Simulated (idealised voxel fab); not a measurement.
The document below concerns the process module designated voxel self aligned contacts.
It is cross-section cut that appears here, measuring 235 nm in width, its square cells being 5 nm in size.
Square cells in a grid make up a cross-section in this document, and the grid is given as bands, listed from the top down, each one or more rows of cells. Basically the band line says how high the top is and how high the bottom is, in nm, and then what's in it from left to right, every material with its width in nm. Empty space shows up as "blank", and if a single material carries "full width" it runs the full band edge to edge. Height reference: 0 = level under which incoming wafer is all one material. Lowest band: no bottom, runs on downward, e.g. "0 down". Top row gets the first number, bottom row gets the second, and each row in between changes by the same step: that is how a band width like "30->40" works. Reading "no change occurred" for a step: not a cell of the cross-section changed in it. The list in "Closed cavity list" covers empty spaces of 8 cells or more that cannot reach the top through any open way, and it gives each as width x height at distance; the distance is from the left edge, and width, height and distance are in nm. Step line, after settings: the simulator's comment on this step. Regarding "overlay nm": on a step with a mask, it is the distance the mask lay to the right of its planned place; a negative value places it to the left.
The following list gives the planned process steps
1: op RECEIVE | material Si
2: op OXIDIZE | depth nm 5
3: op DIRECTIONAL_DEP | material polySi | thk nm 25
4: op DIRECTIONAL_DEP | material SiN | thk nm 15
5: op MASKED_ETCH | tone cover | mask id GATE | width nm 25 | pitch nm 50 | etch materials SiN | depth nm 15 | overlay nm 0
6: op MASKED_ETCH | tone cover | mask id GATE | width nm 25 | pitch nm 50 | etch materials polySi | depth nm 25 | overlay nm 0
7: op CONFORMAL_DEP | material SiN | thk nm 5
8: op DIRECTIONAL_ETCH | etch materials SiN | depth nm 5
9: op FILL_DEP | material SiO2 | thk nm 20
10: op CMP | height nm 50
11: op PATTERN | tone open | mask id CONTACT | material resist | width nm 35 | thk nm 15 | overlay nm 0
12: op DIRECTIONAL_ETCH | etch materials SiO2 | depth nm 55
13: op STRIP | etch materials resist
14: op CONFORMAL_DEP | material TiN | thk nm 5
15: op FILL_DEP | material W | thk nm 5
16: op CMP | height nm 50
17: op CONFORMAL_DEP | material SiCN | thk nm 5
Where the wafers of this document differ is in the thk nm of step 14; they start out the same, and the plan states the value that applied to the first wafer.
Cross-section of the first of several wafers on receipt, reflecting completion of step 1
  0 down  Si full width
  Closed cavity list: none
Basically each wafer gets a line in the table, showing it at the end of the module: material by material, the cells it gained (+) or lost (-) since we got it, then its closed voids
thk nm 5, -47 Si, +47 SiCN, +62 SiN, +364 SiO2, +27 TiN, +14 W, +50 polySi, Closed cavity list: none
thk nm 10, -47 Si, +47 SiCN, +62 SiN, +364 SiO2, +41 TiN, +50 polySi, Closed cavity list: none
thk nm 15, -47 Si, +47 SiCN, +62 SiN, +364 SiO2, +41 TiN, +50 polySi, Closed cavity list: none
thk nm 20, -47 Si, +47 SiCN, +62 SiN, +364 SiO2, +41 TiN, +50 polySi, Closed cavity list: none
